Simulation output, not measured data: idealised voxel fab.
This is a process module. Its name is voxel transistor to metal.
Displayed cross-section: cut, width of 270 nm, square cells sized 5 nm.
Reading order for cross-sections: top band down to bottom band. Underlying form: a grid of square cells. Band size: one or more rows of cells. First you get the band's top height and its bottom height, in nm, and then the materials it's made of, left to right, with each width in nm. If you see a single material with "full width", that one covers the band edge to edge. "blank" is empty space. All heights in this document are referenced to 0, defined as the level beneath which the wafer, as received, consists entirely of one material. The lowest band is not bounded below; it extends indefinitely downward and is written in the form "0 -> down". The notation "30..40" denotes a width that varies across the rows of cells in the band, beginning at the first number in the top row, finishing at the second number in the bottom row, and changing by an identical amount from each row to the next. A step reported as "changes: none" is a step in which no cell of the cross-section changed. The entry "Completely sealed voids" lists the empty spaces that cover at least 8 cells and have no open path to the top. Each is written as width x height at distance, where the distance is measured from the left edge and all three values are in nm. Where a step's line continues beyond its settings, the continuation is a remark by the simulator itself on that step. A step line may carry the setting "overlay nm", which, for steps involving a mask, states the distance by which the mask lay to the right of its intended position; negative values denote displacement to the left. If you're wondering how to read the rest of this, here's the deal. It's pairs of cross-sections: one from before a process step, one from after it. The after one is only drawn as far down as the lowest band that changed. Right under each pair you'll see which step sits between them and what its settings were. Don't read the pairs as one continuous story, though. They can come from different runs of this module on the same starting wafer, and a pair only carries on from the one above it where its entry headed "Prior to step" says so.
-- Prior to step
95 -> 75  resist 25 nm  blank 15 nm  resist 55 nm  blank 15 nm  resist 50 nm  blank 15 nm  resist 55 nm  blank 15 nm  resist 25 nm
75 -> 55  lowk full width
55 -> 50  SiCN full width
50 -> 40  SiO2 25 nm  TiN 5 nm  W 20..15 nm  TiN 5..10 nm  SiO2 25 nm  TiN 5..10 nm  W 20..15 nm  TiN 5 nm  SiO2 50 nm  TiN 5 nm  W 20..15 nm  TiN 5..10 nm  SiO2 25 nm  TiN 5..10 nm  W 20..15 nm  TiN 5 nm  SiO2 25 nm
40 -> 30  SiO2 25 nm  TiN 5 nm  W 15 nm  TiN 5 nm  SiN 10 nm  SiCN 15 nm  SiN 10 nm  TiN 5 nm  W 15 nm  TiN 5 nm  SiO2 50 nm  TiN 5 nm  W 15 nm  TiN 5 nm  SiN 10 nm  SiCN 15 nm  SiN 10 nm  TiN 5 nm  W 15 nm  TiN 5 nm  SiO2 25 nm
30 -> 10  SiO2 25 nm  TiN 5 nm  W 15 nm  TiN 5 nm  SiN 10 nm  polySi 15 nm  SiN 10 nm  TiN 5 nm  W 15 nm  TiN 5 nm  SiO2 50 nm  TiN 5 nm  W 15 nm  TiN 5 nm  SiN 10 nm  polySi 15 nm  SiN 10 nm  TiN 5 nm  W 15 nm  TiN 5 nm  SiO2 25 nm
10 -> 5  SiO2 25 nm  TiN 25 nm  SiN 10 nm  polySi 15 nm  SiN 10 nm  TiN 25 nm  SiO2 50 nm  TiN 25 nm  SiN 10 nm  polySi 15 nm  SiN 10 nm  TiN 25 nm  SiO2 25 nm
5 -> 0  SiO2 10 nm  SiN 10 nm  nSi 10 nm  TiN 10 nm  nSi 10 nm  SiN 10 nm  polySi 15 nm  SiN 10 nm  nSi 10 nm  TiN 10 nm  nSi 10 nm  SiN 10 nm  SiO2 20 nm  SiN 10 nm  nSi 10 nm  TiN 10 nm  nSi 10 nm  SiN 10 nm  polySi 15 nm  SiN 10 nm  nSi 10 nm  TiN 10 nm  nSi 10 nm  SiN 10 nm  SiO2 10 nm
0 -> -5  SiO2 20 nm  nSi 10 nm  TiN 10 nm  nSi 10 nm  SiO2 35 nm  nSi 10 nm  TiN 10 nm  nSi 10 nm  SiO2 40 nm  nSi 10 nm  TiN 10 nm  nSi 10 nm  SiO2 35 nm  nSi 10 nm  TiN 10 nm  nSi 10 nm  SiO2 20 nm
-5 -> -15  SiO2 15 nm  Si 5 nm  nSi 30 nm  Si 35 nm  nSi 30 nm  Si 5 nm  SiO2 30 nm  Si 5 nm  nSi 30 nm  Si 35 nm  nSi 30 nm  Si 5 nm  SiO2 15 nm
-15 -> down  Si full width
Completely sealed voids: none
-- Post-Process Section
95 -> 75  resist 25 nm  blank 15 nm  resist 55 nm  blank 15 nm  resist 50 nm  blank 15 nm  resist 55 nm  blank 15 nm  resist 25 nm
75 -> 55  lowk 25 nm  blank 15 nm  lowk 55 nm  blank 15 nm  lowk 50 nm  blank 15 nm  lowk 55 nm  blank 15 nm  lowk 25 nm
For the remainder of the cross-section, below 55, there is no change.
Completely sealed voids: none
What was done to get from the upper cross-section to the lower one? DIRECTIONAL_ETCH: etch materials lowk, depth nm 20
Prior to step: The initial state for this step is given by the after cross-section of the immediately preceding pair.
-- Post-Process Section
95 -> 75  resist 25 nm  blank 15 nm  resist 55 nm  blank 15 nm  resist 50 nm  blank 15 nm  resist 55 nm  blank 15 nm  resist 25 nm
75 -> 55  lowk 25 nm  blank 15 nm  lowk 55 nm  blank 15 nm  lowk 50 nm  blank 15 nm  lowk 55 nm  blank 15 nm  lowk 25 nm
55 -> 50  SiCN 25 nm  blank 15 nm  SiCN 55 nm  blank 15 nm  SiCN 50 nm  blank 15 nm  SiCN 55 nm  blank 15 nm  SiCN 25 nm
For the remainder of the cross-section, below 50, there is no change.
Completely sealed voids: none
What was done to get from the upper cross-section to the lower one? DIRECTIONAL_ETCH: etch materials SiCN, depth nm 5
Prior to step: The initial state for this step is given by the after cross-section of the immediately preceding pair.
-- Post-Process Section
75 -> 55  lowk 25 nm  blank 15 nm  lowk 55 nm  blank 15 nm  lowk 50 nm  blank 15 nm  lowk 55 nm  blank 15 nm  lowk 25 nm
For the remainder of the cross-section, below 55, there is no change.
Completely sealed voids: none
What was done to get from the upper cross-section to the lower one? STRIP: etch materials resist
Prior to step: The initial state for this step is given by the after cross-section of the immediately preceding pair.
-- Post-Process Section
80 -> 75  TiN 30 nm  blank 5 nm  TiN 65 nm  blank 5 nm  TiN 60 nm  blank 5 nm  TiN 65 nm  blank 5 nm  TiN 30 nm
75 -> 55  lowk 25 nm  TiN 5 nm  blank 5 nm  TiN 5 nm  lowk 55 nm  TiN 5 nm  blank 5 nm  TiN 5 nm  lowk 50 nm  TiN 5 nm  blank 5 nm  TiN 5 nm  lowk 55 nm  TiN 5 nm  blank 5 nm  TiN 5 nm  lowk 25 nm
55 -> 50  SiCN 25 nm  TiN 15 nm  SiCN 55 nm  TiN 15 nm  SiCN 50 nm  TiN 15 nm  SiCN 55 nm  TiN 15 nm  SiCN 25 nm
For the remainder of the cross-section, below 50, there is no change.
Completely sealed voids: none
What was done to get from the upper cross-section to the lower one? CONFORMAL_DEP: material TiN, thk nm 5
Prior to step: The initial state for this step is given by the after cross-section of the immediately preceding pair.
-- Post-Process Section
85 -> 80  Cu full width
80 -> 75  TiN 30 nm  Cu 5 nm  TiN 65 nm  Cu 5 nm  TiN 60 nm  Cu 5 nm  TiN 65 nm  Cu 5 nm  TiN 30 nm
75 -> 55  lowk 25 nm  TiN 5 nm  Cu 5 nm  TiN 5 nm  lowk 55 nm  TiN 5 nm  Cu 5 nm  TiN 5 nm  lowk 50 nm  TiN 5 nm  Cu 5 nm  TiN 5 nm  lowk 55 nm  TiN 5 nm  Cu 5 nm  TiN 5 nm  lowk 25 nm
For the remainder of the cross-section, below 55, there is no change.
Completely sealed voids: none
What was done to get from the upper cross-section to the lower one? FILL_DEP: material Cu, thk nm 5
Prior to step: The initial state for this step is given by the after cross-section of the immediately preceding pair.
-- Post-Process Section
75 -> 55  lowk 25 nm  TiN 5 nm  Cu 5 nm  TiN 5 nm  lowk 55 nm  TiN 5 nm  Cu 5 nm  TiN 5 nm  lowk 50 nm  TiN 5 nm  Cu 5 nm  TiN 5 nm  lowk 55 nm  TiN 5 nm  Cu 5 nm  TiN 5 nm  lowk 25 nm
For the remainder of the cross-section, below 55, there is no change.
Completely sealed voids: none
What was done to get from the upper cross-section to the lower one? CMP: height nm 75
Prior to step: The initial state for this step is given by the after cross-section of the immediately preceding pair.
-- Post-Process Section
80 -> 75  blank 20 nm  Ru 25 nm  blank 45 nm  Ru 25 nm  blank 40 nm  Ru 25 nm  blank 45 nm  Ru 25 nm  blank 20 nm
For the remainder of the cross-section, below 75, there is no change.
Completely sealed voids: none
What was done to get from the upper cross-section to the lower one? EPI: material Ru, thk nm 5
Prior to step: The initial state for this step is given by the after cross-section of the immediately preceding pair.
-- Post-Process Section
85 -> 80  SiCN full width
80 -> 75  SiCN 20 nm  Ru 25 nm  SiCN 45 nm  Ru 25 nm  SiCN 40 nm  Ru 25 nm  SiCN 45 nm  Ru 25 nm  SiCN 20 nm
For the remainder of the cross-section, below 75, there is no change.
Completely sealed voids: none
What was done to get from the upper cross-section to the lower one? FILL_DEP: material SiCN, thk nm 5
-- Prior to step
30 -> 20  aC full width
20 -> 5  SiN full width
5 -> 0  SiO2 full width
0 -> down  Si full width
Completely sealed voids: none
-- Post-Process Section
55 -> 30  blank 20 nm  resist 95 nm  blank 40 nm  resist 95 nm  blank 20 nm
For the remainder of the cross-section, below 30, there is no change.
Completely sealed voids: none
What was done to get from the upper cross-section to the lower one? PATTERN: tone cover, mask id ACTIVE, material resist, width nm 95, pitch nm 135, thk nm 25, overlay nm 0
Prior to step: The initial state for this step is given by the after cross-section of the immediately preceding pair.
-- Post-Process Section
45 -> 30  blank 20 nm  resist 95 nm  blank 40 nm  resist 95 nm  blank 20 nm
30 -> 20  blank 20 nm  aC 95 nm  blank 40 nm  aC 95 nm  blank 20 nm
For the remainder of the cross-section, below 20, there is no change.
Completely sealed voids: none
What was done to get from the upper cross-section to the lower one? DIRECTIONAL_ETCH: etch materials aC, depth nm 10
Prior to step: The initial state for this step is given by the after cross-section of the immediately preceding pair.
-- Post-Process Section
30 -> 20  blank 20 nm  aC 95 nm  blank 40 nm  aC 95 nm  blank 20 nm
For the remainder of the cross-section, below 20, there is no change.
Completely sealed voids: none
What was done to get from the upper cross-section to the lower one? STRIP: etch materials resist
Prior to step: The initial state for this step is given by the after cross-section of the immediately preceding pair.
-- Post-Process Section
30 -> 20  blank 20 nm  aC 95 nm  blank 40 nm  aC 95 nm  blank 20 nm
20 -> 5  blank 20 nm  SiN 95 nm  blank 40 nm  SiN 95 nm  blank 20 nm
For the remainder of the cross-section, below 5, there is no change.
Completely sealed voids: none
What was done to get from the upper cross-section to the lower one? DIRECTIONAL_ETCH: etch materials SiN, depth nm 15
Prior to step: The initial state for this step is given by the after cross-section of the immediately preceding pair.
-- Post-Process Section
30 -> 20  blank 20 nm  aC 95 nm  blank 40 nm  aC 95 nm  blank 20 nm
20 -> 5  blank 20 nm  SiN 95 nm  blank 40 nm  SiN 95 nm  blank 20 nm
5 -> 0  blank 20 nm  SiO2 95 nm  blank 40 nm  SiO2 95 nm  blank 20 nm
For the remainder of the cross-section, below 0, there is no change.
Completely sealed voids: none
What was done to get from the upper cross-section to the lower one? DIRECTIONAL_ETCH: etch materials SiO2, depth nm 5
Prior to step: The initial state for this step is given by the after cross-section of the immediately preceding pair.
-- Post-Process Section
30 -> 20  blank 20 nm  aC 95 nm  blank 40 nm  aC 95 nm  blank 20 nm
20 -> 5  blank 20 nm  SiN 95 nm  blank 40 nm  SiN 95 nm  blank 20 nm
5 -> 0  blank 20 nm  SiO2 95 nm  blank 40 nm  SiO2 95 nm  blank 20 nm
0 -> -20  blank 20 nm  Si 95 nm  blank 40 nm  Si 95 nm  blank 20 nm
For the remainder of the cross-section, below -20, there is no change.
Completely sealed voids: none
What was done to get from the upper cross-section to the lower one? DIRECTIONAL_ETCH: etch materials Si, depth nm 20
Prior to step: The initial state for this step is given by the after cross-section of the immediately preceding pair.
-- Post-Process Section
20 -> 5  blank 20 nm  SiN 95 nm  blank 40 nm  SiN 95 nm  blank 20 nm
For the remainder of the cross-section, below 5, there is no change.
Completely sealed voids: none
What was done to get from the upper cross-section to the lower one? STRIP: etch materials aC
Prior to step: The initial state for this step is given by the after cross-section of the immediately preceding pair.
-- Post-Process Section
25 -> 20  SiO2 full width
20 -> 5  SiO2 20 nm  SiN 95 nm  SiO2 40 nm  SiN 95 nm  SiO2 20 nm
5 -> 0  SiO2 full width
0 -> -20  SiO2 20 nm  Si 95 nm  SiO2 40 nm  Si 95 nm  SiO2 20 nm
For the remainder of the cross-section, below -20, there is no change.
Completely sealed voids: none
What was done to get from the upper cross-section to the lower one? FILL_DEP: material SiO2, thk nm 5
Prior to step: The initial state for this step is given by the after cross-section of the immediately preceding pair.
-- Post-Process Section
20 -> 5  SiO2 20 nm  SiN 95 nm  SiO2 40 nm  SiN 95 nm  SiO2 20 nm
For the remainder of the cross-section, below 5, there is no change.
Completely sealed voids: none
What was done to get from the upper cross-section to the lower one? CMP: height nm 20
Prior to step: The initial state for this step is given by the after cross-section of the immediately preceding pair.
-- Post-Process Section
20 -> 10  blank 20 nm  SiN 95 nm  blank 40 nm  SiN 95 nm  blank 20 nm
For the remainder of the cross-section, below 10, there is no change.
Completely sealed voids: none
What was done to get from the upper cross-section to the lower one? SELECTIVE_ETCH: etch materials SiO2, depth nm 10
Prior to step: The initial state for this step is given by the after cross-section of the immediately preceding pair.
-- Post-Process Section
10 -> 5  SiO2 20 nm  blank 95 nm  SiO2 40 nm  blank 95 nm  SiO2 20 nm
For the remainder of the cross-section, below 5, there is no change.
Completely sealed voids: none
What was done to get from the upper cross-section to the lower one? STRIP: etch materials SiN
Prior to step: The initial state for this step is given by the after cross-section of the immediately preceding pair.
-- Post-Process Section
5 -> 0  SiO2 15 nm  blank 105 nm  SiO2 30 nm  blank 105 nm  SiO2 15 nm
For the remainder of the cross-section, below 0, there is no change.
Completely sealed voids: none
What was done to get from the upper cross-section to the lower one? SELECTIVE_ETCH: etch materials SiO2, depth nm 5
Prior to step: The initial state for this step is given by the after cross-section of the immediately preceding pair.
-- Post-Process Section
5 -> 0  SiO2 15 nm  blank 105 nm  SiO2 30 nm  blank 105 nm  SiO2 15 nm
0 -> -5  SiO2 full width
For the remainder of the cross-section, below -5, there is no change.
Completely sealed voids: none
What was done to get from the upper cross-section to the lower one? OXIDIZE: depth nm 5
Prior to step: The initial state for this step is given by the after cross-section of the immediately preceding pair.
-- Post-Process Section
35 -> 30  polySi 15 nm  blank 105 nm  polySi 30 nm  blank 105 nm  polySi 15 nm
30 -> 5  polySi full width
5 -> 0  SiO2 15 nm  polySi 105 nm  SiO2 30 nm  polySi 105 nm  SiO2 15 nm
For the remainder of the cross-section, below 0, there is no change.
Completely sealed voids: none
What was done to get from the upper cross-section to the lower one? DIRECTIONAL_DEP: material polySi, thk nm 30
Prior to step: The initial state for this step is given by the after cross-section of the immediately preceding pair.
-- Post-Process Section
45 -> 40  SiCN 15 nm  blank 105 nm  SiCN 30 nm  blank 105 nm  SiCN 15 nm
40 -> 35  SiCN full width
35 -> 30  polySi 15 nm  SiCN 105 nm  polySi 30 nm  SiCN 105 nm  polySi 15 nm
For the remainder of the cross-section, below 30, there is no change.
Completely sealed voids: none
What was done to get from the upper cross-section to the lower one? DIRECTIONAL_DEP: material SiCN, thk nm 10
Prior to step: The initial state for this step is given by the after cross-section of the immediately preceding pair.
-- Post-Process Section
40 -> 35  blank 60 nm  SiCN 15 nm  blank 120 nm  SiCN 15 nm  blank 60 nm
35 -> 30  polySi 15 nm  blank 45 nm  SiCN 15 nm  blank 45 nm  polySi 30 nm  blank 45 nm  SiCN 15 nm  blank 45 nm  polySi 15 nm
For the remainder of the cross-section, below 30, there is no change.
Completely sealed voids: none
What was done to get from the upper cross-section to the lower one? MASKED_ETCH: tone cover, mask id GATE, width nm 15, pitch nm 135, etch materials SiCN, depth nm 20, overlay nm 0
Prior to step: The initial state for this step is given by the after cross-section of the immediately preceding pair.
-- Post-Process Section
40 -> 30  blank 60 nm  SiCN 15 nm  blank 120 nm  SiCN 15 nm  blank 60 nm
30 -> 5  blank 60 nm  polySi 15 nm  blank 120 nm  polySi 15 nm  blank 60 nm
5 -> 0  SiO2 15 nm  blank 45 nm  polySi 15 nm  blank 45 nm  SiO2 30 nm  blank 45 nm  polySi 15 nm  blank 45 nm  SiO2 15 nm
For the remainder of the cross-section, below 0, there is no change.
Completely sealed voids: none
What was done to get from the upper cross-section to the lower one? MASKED_ETCH: tone cover, mask id GATE, width nm 15, pitch nm 135, etch materials polySi, depth nm 40, overlay nm 0
Prior to step: The initial state for this step is given by the after cross-section of the immediately preceding pair.
-- Post-Process Section
50 -> 40  blank 50 nm  SiN 35 nm  blank 100 nm  SiN 35 nm  blank 50 nm
40 -> 30  blank 50 nm  SiN 10 nm  SiCN 15 nm  SiN 10 nm  blank 100 nm  SiN 10 nm  SiCN 15 nm  SiN 10 nm  blank 50 nm
30 -> 15  blank 50 nm  SiN 10 nm  polySi 15 nm  SiN 10 nm  blank 100 nm  SiN 10 nm  polySi 15 nm  SiN 10 nm  blank 50 nm
15 -> 10  SiN 25 nm  blank 25 nm  SiN 10 nm  polySi 15 nm  SiN 10 nm  blank 25 nm  SiN 50 nm  blank 25 nm  SiN 10 nm  polySi 15 nm  SiN 10 nm  blank 25 nm  SiN 25 nm
10 -> 5  SiN 60 nm  polySi 15 nm  SiN 120 nm  polySi 15 nm  SiN 60 nm
5 -> 0  SiO2 15 nm  SiN 45 nm  polySi 15 nm  SiN 45 nm  SiO2 30 nm  SiN 45 nm  polySi 15 nm  SiN 45 nm  SiO2 15 nm
For the remainder of the cross-section, below 0, there is no change.
Completely sealed voids: none
What was done to get from the upper cross-section to the lower one? CONFORMAL_DEP: material SiN, thk nm 10
Prior to step: The initial state for this step is given by the after cross-section of the immediately preceding pair.
-- Post-Process Section
40 -> 30  blank 50 nm  SiN 10 nm  SiCN 15 nm  SiN 10 nm  blank 100 nm  SiN 10 nm  SiCN 15 nm  SiN 10 nm  blank 50 nm
30 -> 5  blank 50 nm  SiN 10 nm  polySi 15 nm  SiN 10 nm  blank 100 nm  SiN 10 nm  polySi 15 nm  SiN 10 nm  blank 50 nm
5 -> 0  SiO2 15 nm  SiN 10 nm  blank 25 nm  SiN 10 nm  polySi 15 nm  SiN 10 nm  blank 25 nm  SiN 10 nm  SiO2 30 nm  SiN 10 nm  blank 25 nm  SiN 10 nm  polySi 15 nm  SiN 10 nm  blank 25 nm  SiN 10 nm  SiO2 15 nm
For the remainder of the cross-section, below 0, there is no change.
Completely sealed voids: none
What was done to get from the upper cross-section to the lower one? DIRECTIONAL_ETCH: etch materials SiN, depth nm 10
Prior to step: The initial state for this step is given by the after cross-section of the immediately preceding pair.
-- Post-Process Section
40 -> 30  blank 50 nm  SiN 10 nm  SiCN 15 nm  SiN 10 nm  blank 100 nm  SiN 10 nm  SiCN 15 nm  SiN 10 nm  blank 50 nm
30 -> 5  blank 50 nm  SiN 10 nm  polySi 15 nm  SiN 10 nm  blank 100 nm  SiN 10 nm  polySi 15 nm  SiN 10 nm  blank 50 nm
5 -> 0  blank 15 nm  SiN 10 nm  blank 25 nm  SiN 10 nm  polySi 15 nm  SiN 10 nm  blank 25 nm  SiN 10 nm  blank 30 nm  SiN 10 nm  blank 25 nm  SiN 10 nm  polySi 15 nm  SiN 10 nm  blank 25 nm  SiN 10 nm  blank 15 nm
0 -> -5  SiO2 25 nm  blank 25 nm  SiO2 35 nm  blank 25 nm  SiO2 50 nm  blank 25 nm  SiO2 35 nm  blank 25 nm  SiO2 25 nm
For the remainder of the cross-section, below -5, there is no change.
Completely sealed voids: none
What was done to get from the upper cross-section to the lower one? DIRECTIONAL_ETCH: etch materials SiO2, depth nm 5
Prior to step: The initial state for this step is given by the after cross-section of the immediately preceding pair.
-- Post-Process Section
40 -> 30  blank 50 nm  SiN 10 nm  SiCN 15 nm  SiN 10 nm  blank 100 nm  SiN 10 nm  SiCN 15 nm  SiN 10 nm  blank 50 nm
30 -> 5  blank 50 nm  SiN 10 nm  polySi 15 nm  SiN 10 nm  blank 100 nm  SiN 10 nm  polySi 15 nm  SiN 10 nm  blank 50 nm
5 -> 0  blank 15 nm  SiN 10 nm  blank 25 nm  SiN 10 nm  polySi 15 nm  SiN 10 nm  blank 25 nm  SiN 10 nm  blank 30 nm  SiN 10 nm  blank 25 nm  SiN 10 nm  polySi 15 nm  SiN 10 nm  blank 25 nm  SiN 10 nm  blank 15 nm
0 -> -5  SiO2 25 nm  blank 25 nm  SiO2 35 nm  blank 25 nm  SiO2 50 nm  blank 25 nm  SiO2 35 nm  blank 25 nm  SiO2 25 nm
-5 -> -15  SiO2 20 nm  Si 5 nm  blank 25 nm  Si 35 nm  blank 25 nm  Si 5 nm  SiO2 40 nm  Si 5 nm  blank 25 nm  Si 35 nm  blank 25 nm  Si 5 nm  SiO2 20 nm
For the remainder of the cross-section, below -15, there is no change.
Completely sealed voids: none
What was done to get from the upper cross-section to the lower one? DIRECTIONAL_ETCH: etch materials Si, depth nm 10
Prior to step: The initial state for this step is given by the after cross-section of the immediately preceding pair.
-- Post-Process Section
40 -> 30  blank 50 nm  SiN 10 nm  SiCN 15 nm  SiN 10 nm  blank 100 nm  SiN 10 nm  SiCN 15 nm  SiN 10 nm  blank 50 nm
30 -> 5  blank 50 nm  SiN 10 nm  polySi 15 nm  SiN 10 nm  blank 100 nm  SiN 10 nm  polySi 15 nm  SiN 10 nm  blank 50 nm
5 -> 0  blank 15 nm  SiN 10 nm  nSi 10 nm  blank 5 nm  nSi 10 nm  SiN 10 nm  polySi 15 nm  SiN 10 nm  nSi 10 nm  blank 5 nm  nSi 10 nm  SiN 10 nm  blank 30 nm  SiN 10 nm  nSi 10 nm  blank 5 nm  nSi 10 nm  SiN 10 nm  polySi 15 nm  SiN 10 nm  nSi 10 nm  blank 5 nm  nSi 10 nm  SiN 10 nm  blank 15 nm
0 -> -5  SiO2 25 nm  nSi 10 nm  blank 5 nm  nSi 10 nm  SiO2 35 nm  nSi 10 nm  blank 5 nm  nSi 10 nm  SiO2 50 nm  nSi 10 nm  blank 5 nm  nSi 10 nm  SiO2 35 nm  nSi 10 nm  blank 5 nm  nSi 10 nm  SiO2 25 nm
-5 -> -15  SiO2 20 nm  Si 5 nm  nSi 25 nm  Si 35 nm  nSi 25 nm  Si 5 nm  SiO2 40 nm  Si 5 nm  nSi 25 nm  Si 35 nm  nSi 25 nm  Si 5 nm  SiO2 20 nm
For the remainder of the cross-section, below -15, there is no change.
Completely sealed voids: none
What was done to get from the upper cross-section to the lower one? EPI: material nSi, thk nm 10
Prior to step: The initial state for this step is given by the after cross-section of the immediately preceding pair.
-- Post-Process Section
50 -> 40  SiO2 full width
40 -> 30  SiO2 50 nm  SiN 10 nm  SiCN 15 nm  SiN 10 nm  SiO2 100 nm  SiN 10 nm  SiCN 15 nm  SiN 10 nm  SiO2 50 nm
30 -> 5  SiO2 50 nm  SiN 10 nm  polySi 15 nm  SiN 10 nm  SiO2 100 nm  SiN 10 nm  polySi 15 nm  SiN 10 nm  SiO2 50 nm
5 -> 0  SiO2 15 nm  SiN 10 nm  nSi 10 nm  SiO2 5 nm  nSi 10 nm  SiN 10 nm  polySi 15 nm  SiN 10 nm  nSi 10 nm  SiO2 5 nm  nSi 10 nm  SiN 10 nm  SiO2 30 nm  SiN 10 nm  nSi 10 nm  SiO2 5 nm  nSi 10 nm  SiN 10 nm  polySi 15 nm  SiN 10 nm  nSi 10 nm  SiO2 5 nm  nSi 10 nm  SiN 10 nm  SiO2 15 nm
0 -> -5  SiO2 25 nm  nSi 10 nm  SiO2 5 nm  nSi 10 nm  SiO2 35 nm  nSi 10 nm  SiO2 5 nm  nSi 10 nm  SiO2 50 nm  nSi 10 nm  SiO2 5 nm  nSi 10 nm  SiO2 35 nm  nSi 10 nm  SiO2 5 nm  nSi 10 nm  SiO2 25 nm
For the remainder of the cross-section, below -5, there is no change.
Completely sealed voids: none
What was done to get from the upper cross-section to the lower one? FILL_DEP: material SiO2, thk nm 10
Prior to step: The initial state for this step is given by the after cross-section of the immediately preceding pair.
-- Post-Process Section
40 -> 30  SiO2 50 nm  SiN 10 nm  SiCN 15 nm  SiN 10 nm  SiO2 100 nm  SiN 10 nm  SiCN 15 nm  SiN 10 nm  SiO2 50 nm
For the remainder of the cross-section, below 30, there is no change.
Completely sealed voids: none
What was done to get from the upper cross-section to the lower one? CMP: height nm 40
Prior to step: The initial state for this step is given by the after cross-section of the immediately preceding pair.
-- Post-Process Section
50 -> 40  SiO2 full width
For the remainder of the cross-section, below 40, there is no change.
Completely sealed voids: none
What was done to get from the upper cross-section to the lower one? DIRECTIONAL_DEP: material SiO2, thk nm 10
Prior to step: The initial state for this step is given by the after cross-section of the immediately preceding pair.
-- Post-Process Section
65 -> 50  resist 25 nm  blank 30 nm  resist 25 nm  blank 30 nm  resist 50 nm  blank 30 nm  resist 25 nm  blank 30 nm  resist 25 nm
For the remainder of the cross-section, below 50, there is no change.
Completely sealed voids: none
What was done to get from the upper cross-section to the lower one? PATTERN: tone open, mask id CONTACT, material resist, width nm 30, thk nm 15, overlay nm 0
Prior to step: The initial state for this step is given by the after cross-section of the immediately preceding pair.
-- Post-Process Section
65 -> 50  resist 25 nm  blank 30 nm  resist 25 nm  blank 30 nm  resist 50 nm  blank 30 nm  resist 25 nm  blank 30 nm  resist 25 nm
50 -> 40  SiO2 25 nm  blank 30 nm  SiO2 25 nm  blank 30 nm  SiO2 50 nm  blank 30 nm  SiO2 25 nm  blank 30 nm  SiO2 25 nm
40 -> 30  SiO2 25 nm  blank 25 nm  SiN 10 nm  SiCN 15 nm  SiN 10 nm  blank 25 nm  SiO2 50 nm  blank 25 nm  SiN 10 nm  SiCN 15 nm  SiN 10 nm  blank 25 nm  SiO2 25 nm
30 -> 5  SiO2 25 nm  blank 25 nm  SiN 10 nm  polySi 15 nm  SiN 10 nm  blank 25 nm  SiO2 50 nm  blank 25 nm  SiN 10 nm  polySi 15 nm  SiN 10 nm  blank 25 nm  SiO2 25 nm
5 -> 0  SiO2 15 nm  SiN 10 nm  nSi 10 nm  blank 5 nm  nSi 10 nm  SiN 10 nm  polySi 15 nm  SiN 10 nm  nSi 10 nm  blank 5 nm  nSi 10 nm  SiN 10 nm  SiO2 30 nm  SiN 10 nm  nSi 10 nm  blank 5 nm  nSi 10 nm  SiN 10 nm  polySi 15 nm  SiN 10 nm  nSi 10 nm  blank 5 nm  nSi 10 nm  SiN 10 nm  SiO2 15 nm
0 -> -5  SiO2 25 nm  nSi 10 nm  blank 5 nm  nSi 10 nm  SiO2 35 nm  nSi 10 nm  blank 5 nm  nSi 10 nm  SiO2 50 nm  nSi 10 nm  blank 5 nm  nSi 10 nm  SiO2 35 nm  nSi 10 nm  blank 5 nm  nSi 10 nm  SiO2 25 nm
For the remainder of the cross-section, below -5, there is no change.
Completely sealed voids: none
What was done to get from the upper cross-section to the lower one? DIRECTIONAL_ETCH: etch materials SiO2, depth nm 55
Prior to step: The initial state for this step is given by the after cross-section of the immediately preceding pair.
-- Post-Process Section
50 -> 40  SiO2 25 nm  blank 30 nm  SiO2 25 nm  blank 30 nm  SiO2 50 nm  blank 30 nm  SiO2 25 nm  blank 30 nm  SiO2 25 nm
For the remainder of the cross-section, below 40, there is no change.
Completely sealed voids: none
What was done to get from the upper cross-section to the lower one? STRIP: etch materials resist
Prior to step: The initial state for this step is given by the after cross-section of the immediately preceding pair.
-- Post-Process Section
55 -> 50  TiN 30 nm  blank 20 nm  TiN 35 nm  blank 20 nm  TiN 60 nm  blank 20 nm  TiN 35 nm  blank 20 nm  TiN 30 nm
50 -> 40  SiO2 25 nm  TiN 5 nm  blank 20..15 nm  TiN 5..10 nm  SiO2 25 nm  TiN 5..10 nm  blank 20..15 nm  TiN 5 nm  SiO2 50 nm  TiN 5 nm  blank 20..15 nm  TiN 5..10 nm  SiO2 25 nm  TiN 5..10 nm  blank 20..15 nm  TiN 5 nm  SiO2 25 nm
40 -> 30  SiO2 25 nm  TiN 5 nm  blank 15 nm  TiN 5 nm  SiN 10 nm  SiCN 15 nm  SiN 10 nm  TiN 5 nm  blank 15 nm  TiN 5 nm  SiO2 50 nm  TiN 5 nm  blank 15 nm  TiN 5 nm  SiN 10 nm  SiCN 15 nm  SiN 10 nm  TiN 5 nm  blank 15 nm  TiN 5 nm  SiO2 25 nm
30 -> 10  SiO2 25 nm  TiN 5 nm  blank 15 nm  TiN 5 nm  SiN 10 nm  polySi 15 nm  SiN 10 nm  TiN 5 nm  blank 15 nm  TiN 5 nm  SiO2 50 nm  TiN 5 nm  blank 15 nm  TiN 5 nm  SiN 10 nm  polySi 15 nm  SiN 10 nm  TiN 5 nm  blank 15 nm  TiN 5 nm  SiO2 25 nm
10 -> 5  SiO2 25 nm  TiN 25 nm  SiN 10 nm  polySi 15 nm  SiN 10 nm  TiN 25 nm  SiO2 50 nm  TiN 25 nm  SiN 10 nm  polySi 15 nm  SiN 10 nm  TiN 25 nm  SiO2 25 nm
5 -> 0  SiO2 15 nm  SiN 10 nm  nSi 10 nm  TiN 5 nm  nSi 10 nm  SiN 10 nm  polySi 15 nm  SiN 10 nm  nSi 10 nm  TiN 5 nm  nSi 10 nm  SiN 10 nm  SiO2 30 nm  SiN 10 nm  nSi 10 nm  TiN 5 nm  nSi 10 nm  SiN 10 nm  polySi 15 nm  SiN 10 nm  nSi 10 nm  TiN 5 nm  nSi 10 nm  SiN 10 nm  SiO2 15 nm
0 -> -5  SiO2 25 nm  nSi 10 nm  TiN 5 nm  nSi 10 nm  SiO2 35 nm  nSi 10 nm  TiN 5 nm  nSi 10 nm  SiO2 50 nm  nSi 10 nm  TiN 5 nm  nSi 10 nm  SiO2 35 nm  nSi 10 nm  TiN 5 nm  nSi 10 nm  SiO2 25 nm
For the remainder of the cross-section, below -5, there is no change.
Completely sealed voids: none
What was done to get from the upper cross-section to the lower one? CONFORMAL_DEP: material TiN, thk nm 5
